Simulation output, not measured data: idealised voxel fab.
Process module name: voxel released beams
Shown is cross-section cut, with a width of 205 nm and square cells of size 5 nm.
If you're reading a cross-section in this doc, picture square cells in a grid; it comes to you as bands, top ones listed first down to the bottom, and a band can be one or more rows of cells. Heights first: top, then bottom, in nm. Then materials, left to right, each with a width in nm. "everywhere" on a single material: fills the band edge to edge. "blank": empty space. Height reference: 0 = level under which incoming wafer is all one material. Lowest band: no bottom, runs on downward, e.g. "0 -> down". Width: "30..40" (first number = top row, second number = bottom row, same change from row to row of cells). Where the words "all unchanged" appear for a step, the cross-section shows no cell changed by that step; every cell remained as before. Reported under the label "Closed void list" are the empty spaces having no open way to the top and comprising 8 cells or more; the notation for each is width x height at distance, in which the distance is measured from the left edge and all three values are in nm. It should be noted that, on the line of a given step, the content following the step's settings is a remark produced by the simulator itself with respect to that step. "overlay nm" denotes, for a step that has a mask, the displacement of the mask to the right of its planned place, with negative values corresponding to the left.
List of planned process steps:
1: RECEIVE with material Si
2: CONFORMAL_DEP with material Al2O3, thk nm 10
3: DIRECTIONAL_DEP with material SiO2, thk nm 15
4: DIRECTIONAL_DEP with material aC, thk nm 10
5: PATTERN with tone open, mask id ANCHOR, material resist, width nm 30, thk nm 30, overlay nm 0
6: DIRECTIONAL_ETCH with etch materials aC, depth nm 10
7: STRIP with etch materials resist
8: DIRECTIONAL_ETCH with etch materials SiO2, depth nm 15
9: STRIP with etch materials aC
10: CONFORMAL_DEP with material SiN, thk nm 10
11: PATTERN with tone cover, mask id BEAM, material resist, width nm 100, thk nm 20, overlay nm 0
12: DIRECTIONAL_ETCH with etch materials SiN, depth nm 10
13: STRIP with etch materials resist
14: STRIP with etch materials SiO2
As-received state of the wafer in cross-section, equivalent to post-step 1:
    0 -> down  Si everywhere
    Closed void list: none
First wafer of two, sectioned at end of module; run went per plan:
    35 -> 25  50 blank | 15 SiN | 10 blank | 75 SiN | 55 blank
    25 -> 20  55 blank | 10 SiN | 10 blank | 10 SiN | 120 blank
    20 -> 10  55 blank | 30 SiN | 120 blank
    10 -> 0  Al2O3 everywhere
    0 -> down  Si everywhere
    Closed void list: none
Same start, same plan as the first wafer - but one mistake in the run. Cross-section of the second of the two at the end of the module:
    35 -> 25  50 blank | 10 SiN | 10 blank | 80 SiN | 55 blank
    25 -> 20  50 blank | 10 SiN | 10 blank | 10 SiN | 125 blank
    20 -> 10  50 blank | 30 SiN | 125 blank
    10 -> 0  Al2O3 everywhere
    0 -> down  Si everywhere
    Closed void list: none
In executing the process, a mistake was made relative to the plan: step 5 was not run as planned; what actually ran was PATTERN with tone open, mask id ANCHOR, material resist, width nm 30, thk nm 30, overlay nm -5
In the final comparison it is observed that the number of cells assigned to each material is identical for the two wafers, whereas their placement is not.
